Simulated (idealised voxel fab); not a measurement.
process module | voxel lift off
cross-section cut | 165 nm wide | cells 5 nm
A cross-section is a grid of square cells, given in bands from the top down. A band is one or more rows of cells.
Each band's line starts with the height of the band's top and of its bottom, in nm. Then come its materials from left to right, each with its width in nm. One material with "throughout" fills the band from edge to edge. "air" is empty space.
Height 0 is the level under which the wafer as received is all one material. The lowest band goes on downwards, as in "0 down".
A width such as "30 to 40" changes by the same amount from each row of cells to the next, from the band's top row to its bottom row.
"no change" after a step means that no cell of the cross-section changed.
closed voids: empty space of 8 cells or more with no open way to the top, each as width x height at its distance from the left edge, in nm
after a step's settings: what the simulator itself notes on the step
overlay nm, on a step with a mask: how far to the right of its planned place the mask lay; to the left if negative
plan
1 op RECEIVE | material Si
2 op CONFORMAL_DEP | material Al2O3 | thk nm 5
3 op PATTERN | tone open | mask id LINES | material resist | width nm 30 | pitch nm 45 | thk nm 15 | overlay nm 0
4 op DIRECTIONAL_DEP | material Ru | thk nm 5
5 op STRIP | etch materials resist
6 op CONFORMAL_DEP | material SiN | thk nm 5
first wafer, as planned
as received, after step 1
  0 down: Si throughout
  closed voids: none
after step 2
  5 to 0: Al2O3 throughout
  below 0: unchanged
after step 3
  20 to 5: resist 20 | air 30 | resist 15 | air 30 | resist 15 | air 30 | resist 25
  below 5: unchanged
after step 4
  25 to 20: Ru 20 | air 30 | Ru 15 | air 30 | Ru 15 | air 30 | Ru 25
  20 to 10: resist 20 | air 30 | resist 15 | air 30 | resist 15 | air 30 | resist 25
  10 to 5: resist 20 | Ru 30 | resist 15 | Ru 30 | resist 15 | Ru 30 | resist 25
  below 5: unchanged
after step 5
  10 to 5: air 20 | Ru 30 | air 15 | Ru 30 | air 15 | Ru 30 | air 25
  below 5: unchanged
after step 6
  15 to 10: air 15 | SiN 40 | air 5 | SiN 40 | air 5 | SiN 40 | air 20
  10 to 5: SiN 20 | Ru 30 | SiN 15 | Ru 30 | SiN 15 | Ru 30 | SiN 25
  below 5: unchanged
second wafer: like start, like plan, one mistake. Through step 4 it matches the first wafer
when step 5 should have ended
  10 to 5: air 20 | Ru 30 | air 15 | Ru 30 | air 15 | Ru 30 | air 25
  below 5: unchanged
when step 6 should have ended
  15 to 10: air 15 | SiN 40 | air 5 | SiN 40 | air 5 | SiN 40 | air 20
  10 to 5: SiN 20 | Ru 30 | SiN 15 | Ru 30 | SiN 15 | Ru 30 | SiN 25
  below 5: unchanged
what went wrong: step 5 was run twice
at the end the two cross-sections are the same: no effect in what this model computes
